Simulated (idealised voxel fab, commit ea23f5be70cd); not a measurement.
process module | voxel air gaps
cross-section cut | 235 nm wide | cells 5 nm
A cross-section is a grid of square cells, given in bands from the top down. A band is one or more rows of cells.
Each band's line starts with the height of the band's top and of its bottom, in nm. Then come its materials from left to right, each with its width in nm. One material with "throughout" fills the band from edge to edge. "air" is empty space.
Height 0 is the level under which the wafer as received is all one material. The lowest band goes on downwards, as in "0 down".
A width such as "30 to 40" changes by the same amount from each row of cells to the next, from the band's top row to its bottom row.
"no change" after a step means that no cell of the cross-section changed.
closed voids: empty space of 8 cells or more with no open way to the top, each as width x height at its distance from the left edge, in nm
after a step's settings: what the simulator itself notes on the step
overlay nm, on a step with a mask: how far to the right of its planned place the mask lay; to the left if negative
plan
1 op RECEIVE | material Si
2 op CONFORMAL_DEP | material SiO2 | thk nm 10
3 op CONFORMAL_DEP | material SiN | thk nm 5
4 op DIRECTIONAL_DEP | material SiO2 | thk nm 35
5 op MASKED_ETCH | tone open | mask id LINES | width nm 15 | pitch nm 40 | etch materials SiO2 | depth nm 35 | overlay nm 0
6 op CONFORMAL_DEP | material TiN | thk nm 5
7 op FILL_DEP | material Ru | thk nm 5
8 op CMP | height nm 50
9 op EPI | material Ru | thk nm 10
10 op SELECTIVE_ETCH | etch materials SiO2 | depth nm 45
11 op CONFORMAL_DEP | material SiCN | thk nm 5
varied across the wafers: width nm of step 5. The plan shows the first wafer's value. All wafers start alike
first wafer as received, after step 1
  0 down: Si throughout
  closed voids: none
first wafer at the end, after step 11
  65 to 60: air 35 | SiCN 165 | air 35
  60 to 50: air 35 | SiCN 5 | Ru 35 | SiCN 5 | Ru 35 | SiCN 5 | Ru 35 | SiCN 5 | Ru 35 | SiCN 5 | air 35
  50 to 45: air 35 | SiCN 15 | TiN 5 | Ru 5 | TiN 5 | SiCN 25 | TiN 5 | Ru 5 | TiN 5 | SiCN 25 | TiN 5 | Ru 5 | TiN 5 | SiCN 25 | TiN 5 | Ru 5 | TiN 5 | SiCN 15 | air 35
  45 to 20: air 45 | SiCN 5 | TiN 5 | Ru 5 | TiN 5 | SiCN 5 | air 15 | SiCN 5 | TiN 5 | Ru 5 | TiN 5 | SiCN 5 | air 15 | SiCN 5 | TiN 5 | Ru 5 | TiN 5 | SiCN 5 | air 15 | SiCN 5 | TiN 5 | Ru 5 | TiN 5 | SiCN 5 | air 45
  20 to 15: SiCN 50 | TiN 15 | SiCN 25 | TiN 15 | SiCN 25 | TiN 15 | SiCN 25 | TiN 15 | SiCN 50
  15 to 10: SiN throughout
  10 to 0: SiO2 throughout
  0 down: Si throughout
  closed voids: 15 x 25 at 70; 15 x 25 at 110; 15 x 25 at 150
last wafer at the end
  65 to 60: air 30 | SiCN 175 | air 30
  60 to 50: air 30 | SiCN 5 | Ru 165 | SiCN 5 | air 30
  50 to 45: air 30 | SiCN 15 | TiN 5 | Ru 15 | TiN 5 | SiO2 15 | TiN 5 | Ru 15 | TiN 5 | SiO2 15 | TiN 5 | Ru 15 | TiN 5 | SiO2 15 | TiN 5 | Ru 15 | TiN 5 | SiCN 15 | air 30
  45 to 20: air 40 | SiCN 5 | TiN 5 | Ru 15 | TiN 5 | SiO2 15 | TiN 5 | Ru 15 | TiN 5 | SiO2 15 | TiN 5 | Ru 15 | TiN 5 | SiO2 15 | TiN 5 | Ru 15 | TiN 5 | SiCN 5 | air 40
  20 to 15: SiCN 45 | TiN 25 | SiO2 15 | TiN 25 | SiO2 15 | TiN 25 | SiO2 15 | TiN 25 | SiCN 45
  15 to 10: SiN throughout
  10 to 0: SiO2 throughout
  0 down: Si throughout
  closed voids: none
each wafer at the end: cells of each material gained (+) or lost (-) since it was received, then its closed voids
width nm 15 | +80 Ru | +139 SiCN | +47 SiN | +94 SiO2 | +60 TiN | closed voids: 15 x 25 at 70; 15 x 25 at 110; 15 x 25 at 150
width nm 20 | +112 Ru | +73 SiCN | +47 SiN | +178 SiO2 | +64 TiN | closed voids: none
width nm 25 | +138 Ru | +73 SiCN | +47 SiN | +157 SiO2 | +68 TiN | closed voids: none
